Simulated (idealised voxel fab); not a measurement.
process module | voxel air gaps
cross-section cut | 210 nm wide | cells 5 nm
A cross-section is a grid of square cells, given in bands from the top down. A band is one or more rows of cells.
Each band's line starts with the height of the band's top and of its bottom, in nm. Then come its materials from left to right, each with its width in nm. One material with "throughout" fills the band from edge to edge. "air" is empty space.
Height 0 is the level under which the wafer as received is all one material. The lowest band goes on downwards, as in "0 down".
A width such as "30 to 40" changes by the same amount from each row of cells to the next, from the band's top row to its bottom row.
"no change" after a step means that no cell of the cross-section changed.
closed voids: empty space of 8 cells or more with no open way to the top, each as width x height at its distance from the left edge, in nm
after a step's settings: what the simulator itself notes on the step
overlay nm, on a step with a mask: how far to the right of its planned place the mask lay; to the left if negative
plan
1 op RECEIVE | material Si
2 op CONFORMAL_DEP | material SiO2 | thk nm 10
3 op CONFORMAL_DEP | material SiN | thk nm 5
4 op DIRECTIONAL_DEP | material lowk | thk nm 35
5 op DIRECTIONAL_DEP | material aC | thk nm 15
6 op PATTERN | tone open | mask id LINES | material resist | width nm 15 | pitch nm 45 | thk nm 30 | overlay nm 0
7 op DIRECTIONAL_ETCH | etch materials aC | depth nm 15
8 op STRIP | etch materials resist
9 op DIRECTIONAL_ETCH | etch materials lowk | depth nm 35
10 op STRIP | etch materials aC
11 op CONFORMAL_DEP | material TiN | thk nm 5
12 op FILL_DEP | material Ru | thk nm 5
13 op CMP | height nm 50
14 op EPI | material Ru | thk nm 10
15 op SELECTIVE_ETCH | etch materials lowk | depth nm 45
16 op CONFORMAL_DEP | material SiCN | thk nm 5
first wafer, as planned
as received, after step 1
  0 down: Si throughout
  closed voids: none
after step 2
  10 to 0: SiO2 throughout
  below 0: unchanged
after step 3
  15 to 10: SiN throughout
  below 10: unchanged
after step 4
  50 to 15: lowk throughout
  below 15: unchanged
after step 5
  65 to 50: aC throughout
  below 50: unchanged
after step 6
  95 to 65: resist 30 | air 15 | resist 30 | air 15 | resist 30 | air 15 | resist 30 | air 15 | resist 30
  below 65: unchanged
after step 7
  80 to 65: resist 30 | air 15 | resist 30 | air 15 | resist 30 | air 15 | resist 30 | air 15 | resist 30
  65 to 50: aC 30 | air 15 | aC 30 | air 15 | aC 30 | air 15 | aC 30 | air 15 | aC 30
  below 50: unchanged
after step 8
  65 to 50: aC 30 | air 15 | aC 30 | air 15 | aC 30 | air 15 | aC 30 | air 15 | aC 30
  below 50: unchanged
after step 9
  65 to 50: aC 30 | air 15 | aC 30 | air 15 | aC 30 | air 15 | aC 30 | air 15 | aC 30
  50 to 15: lowk 30 | air 15 | lowk 30 | air 15 | lowk 30 | air 15 | lowk 30 | air 15 | lowk 30
  below 15: unchanged
after step 10
  50 to 15: lowk 30 | air 15 | lowk 30 | air 15 | lowk 30 | air 15 | lowk 30 | air 15 | lowk 30
  below 15: unchanged
after step 11
  55 to 50: TiN 35 | air 5 | TiN 40 | air 5 | TiN 40 | air 5 | TiN 40 | air 5 | TiN 35
  50 to 20: lowk 30 | TiN 5 | air 5 | TiN 5 | lowk 30 | TiN 5 | air 5 | TiN 5 | lowk 30 | TiN 5 | air 5 | TiN 5 | lowk 30 | TiN 5 | air 5 | TiN 5 | lowk 30
  20 to 15: lowk 30 | TiN 15 | lowk 30 | TiN 15 | lowk 30 | TiN 15 | lowk 30 | TiN 15 | lowk 30
  below 15: unchanged
after step 12
  60 to 55: Ru throughout
  55 to 50: TiN 35 | Ru 5 | TiN 40 | Ru 5 | TiN 40 | Ru 5 | TiN 40 | Ru 5 | TiN 35
  50 to 20: lowk 30 | TiN 5 | Ru 5 | TiN 5 | lowk 30 | TiN 5 | Ru 5 | TiN 5 | lowk 30 | TiN 5 | Ru 5 | TiN 5 | lowk 30 | TiN 5 | Ru 5 | TiN 5 | lowk 30
  below 20: unchanged
after step 13
  50 to 20: lowk 30 | TiN 5 | Ru 5 | TiN 5 | lowk 30 | TiN 5 | Ru 5 | TiN 5 | lowk 30 | TiN 5 | Ru 5 | TiN 5 | lowk 30 | TiN 5 | Ru 5 | TiN 5 | lowk 30
  below 20: unchanged
after step 14
  60 to 50: air 20 | Ru 35 | air 10 | Ru 35 | air 10 | Ru 35 | air 10 | Ru 35 | air 20
  below 50: unchanged
after step 15
  60 to 50: air 20 | Ru 35 | air 10 | Ru 35 | air 10 | Ru 35 | air 10 | Ru 35 | air 20
  50 to 20: air 30 | TiN 5 | Ru 5 | TiN 5 | air 30 | TiN 5 | Ru 5 | TiN 5 | air 30 | TiN 5 | Ru 5 | TiN 5 | air 30 | TiN 5 | Ru 5 | TiN 5 | air 30
  20 to 15: air 30 | TiN 15 | air 30 | TiN 15 | air 30 | TiN 15 | air 30 | TiN 15 | air 30
  below 15: unchanged
after step 16
  65 to 60: air 15 | SiCN 180 | air 15
  60 to 50: air 15 | SiCN 5 | Ru 35 | SiCN 10 | Ru 35 | SiCN 10 | Ru 35 | SiCN 10 | Ru 35 | SiCN 5 | air 15
  50 to 45: air 15 | SiCN 15 | TiN 5 | Ru 5 | TiN 5 | SiCN 30 | TiN 5 | Ru 5 | TiN 5 | SiCN 30 | TiN 5 | Ru 5 | TiN 5 | SiCN 30 | TiN 5 | Ru 5 | TiN 5 | SiCN 15 | air 15
  45 to 20: air 25 | SiCN 5 | TiN 5 | Ru 5 | TiN 5 | SiCN 5 | air 20 | SiCN 5 | TiN 5 | Ru 5 | TiN 5 | SiCN 5 | air 20 | SiCN 5 | TiN 5 | Ru 5 | TiN 5 | SiCN 5 | air 20 | SiCN 5 | TiN 5 | Ru 5 | TiN 5 | SiCN 5 | air 25
  20 to 15: SiCN 30 | TiN 15 | SiCN 30 | TiN 15 | SiCN 30 | TiN 15 | SiCN 30 | TiN 15 | SiCN 30
  below 15: unchanged
  closed voids: 20 x 25 at 50; 20 x 25 at 95; 20 x 25 at 140
second wafer: like start, like plan, one mistake. Through step 1 it matches the first wafer
when step 2 should have ended
  15 to 0: SiO2 throughout
  below 0: unchanged
when step 3 should have ended
  20 to 15: SiN throughout
  below 15: unchanged
when step 4 should have ended
  55 to 20: lowk throughout
  below 20: unchanged
when step 5 should have ended
  70 to 55: aC throughout
  below 55: unchanged
when step 6 should have ended
  100 to 70: resist 30 | air 15 | resist 30 | air 15 | resist 30 | air 15 | resist 30 | air 15 | resist 30
  below 70: unchanged
when step 7 should have ended
  85 to 70: resist 30 | air 15 | resist 30 | air 15 | resist 30 | air 15 | resist 30 | air 15 | resist 30
  70 to 55: aC 30 | air 15 | aC 30 | air 15 | aC 30 | air 15 | aC 30 | air 15 | aC 30
  below 55: unchanged
when step 8 should have ended
  70 to 55: aC 30 | air 15 | aC 30 | air 15 | aC 30 | air 15 | aC 30 | air 15 | aC 30
  below 55: unchanged
when step 9 should have ended
  70 to 55: aC 30 | air 15 | aC 30 | air 15 | aC 30 | air 15 | aC 30 | air 15 | aC 30
  55 to 20: lowk 30 | air 15 | lowk 30 | air 15 | lowk 30 | air 15 | lowk 30 | air 15 | lowk 30
  below 20: unchanged
when step 10 should have ended
  55 to 20: lowk 30 | air 15 | lowk 30 | air 15 | lowk 30 | air 15 | lowk 30 | air 15 | lowk 30
  below 20: unchanged
when step 11 should have ended
  60 to 55: TiN 35 | air 5 | TiN 40 | air 5 | TiN 40 | air 5 | TiN 40 | air 5 | TiN 35
  55 to 25: lowk 30 | TiN 5 | air 5 | TiN 5 | lowk 30 | TiN 5 | air 5 | TiN 5 | lowk 30 | TiN 5 | air 5 | TiN 5 | lowk 30 | TiN 5 | air 5 | TiN 5 | lowk 30
  25 to 20: lowk 30 | TiN 15 | lowk 30 | TiN 15 | lowk 30 | TiN 15 | lowk 30 | TiN 15 | lowk 30
  below 20: unchanged
when step 12 should have ended
  65 to 60: Ru throughout
  60 to 55: TiN 35 | Ru 5 | TiN 40 | Ru 5 | TiN 40 | Ru 5 | TiN 40 | Ru 5 | TiN 35
  55 to 25: lowk 30 | TiN 5 | Ru 5 | TiN 5 | lowk 30 | TiN 5 | Ru 5 | TiN 5 | lowk 30 | TiN 5 | Ru 5 | TiN 5 | lowk 30 | TiN 5 | Ru 5 | TiN 5 | lowk 30
  below 25: unchanged
when step 13 should have ended
  50 to 25: lowk 30 | TiN 5 | Ru 5 | TiN 5 | lowk 30 | TiN 5 | Ru 5 | TiN 5 | lowk 30 | TiN 5 | Ru 5 | TiN 5 | lowk 30 | TiN 5 | Ru 5 | TiN 5 | lowk 30
  below 25: unchanged
when step 14 should have ended
  60 to 50: air 20 | Ru 35 | air 10 | Ru 35 | air 10 | Ru 35 | air 10 | Ru 35 | air 20
  below 50: unchanged
when step 15 should have ended
  60 to 50: air 20 | Ru 35 | air 10 | Ru 35 | air 10 | Ru 35 | air 10 | Ru 35 | air 20
  50 to 25: air 30 | TiN 5 | Ru 5 | TiN 5 | air 30 | TiN 5 | Ru 5 | TiN 5 | air 30 | TiN 5 | Ru 5 | TiN 5 | air 30 | TiN 5 | Ru 5 | TiN 5 | air 30
  25 to 20: air 30 | TiN 15 | air 30 | TiN 15 | air 30 | TiN 15 | air 30 | TiN 15 | air 30
  below 20: unchanged
when step 16 should have ended
  65 to 60: air 15 | SiCN 180 | air 15
  60 to 50: air 15 | SiCN 5 | Ru 35 | SiCN 10 | Ru 35 | SiCN 10 | Ru 35 | SiCN 10 | Ru 35 | SiCN 5 | air 15
  50 to 45: air 15 | SiCN 15 | TiN 5 | Ru 5 | TiN 5 | SiCN 30 | TiN 5 | Ru 5 | TiN 5 | SiCN 30 | TiN 5 | Ru 5 | TiN 5 | SiCN 30 | TiN 5 | Ru 5 | TiN 5 | SiCN 15 | air 15
  45 to 25: air 25 | SiCN 5 | TiN 5 | Ru 5 | TiN 5 | SiCN 5 | air 20 | SiCN 5 | TiN 5 | Ru 5 | TiN 5 | SiCN 5 | air 20 | SiCN 5 | TiN 5 | Ru 5 | TiN 5 | SiCN 5 | air 20 | SiCN 5 | TiN 5 | Ru 5 | TiN 5 | SiCN 5 | air 25
  25 to 20: SiCN 30 | TiN 15 | SiCN 30 | TiN 15 | SiCN 30 | TiN 15 | SiCN 30 | TiN 15 | SiCN 30
  below 20: unchanged
  closed voids: 20 x 20 at 50; 20 x 20 at 95; 20 x 20 at 140
what went wrong: step 2 ran as: op CONFORMAL_DEP | material SiO2 | thk nm 15
at the end the second wafer has, in cells: 4 fewer of Ru | 8 fewer of SiCN | 42 more of SiO2 | 8 fewer of TiN
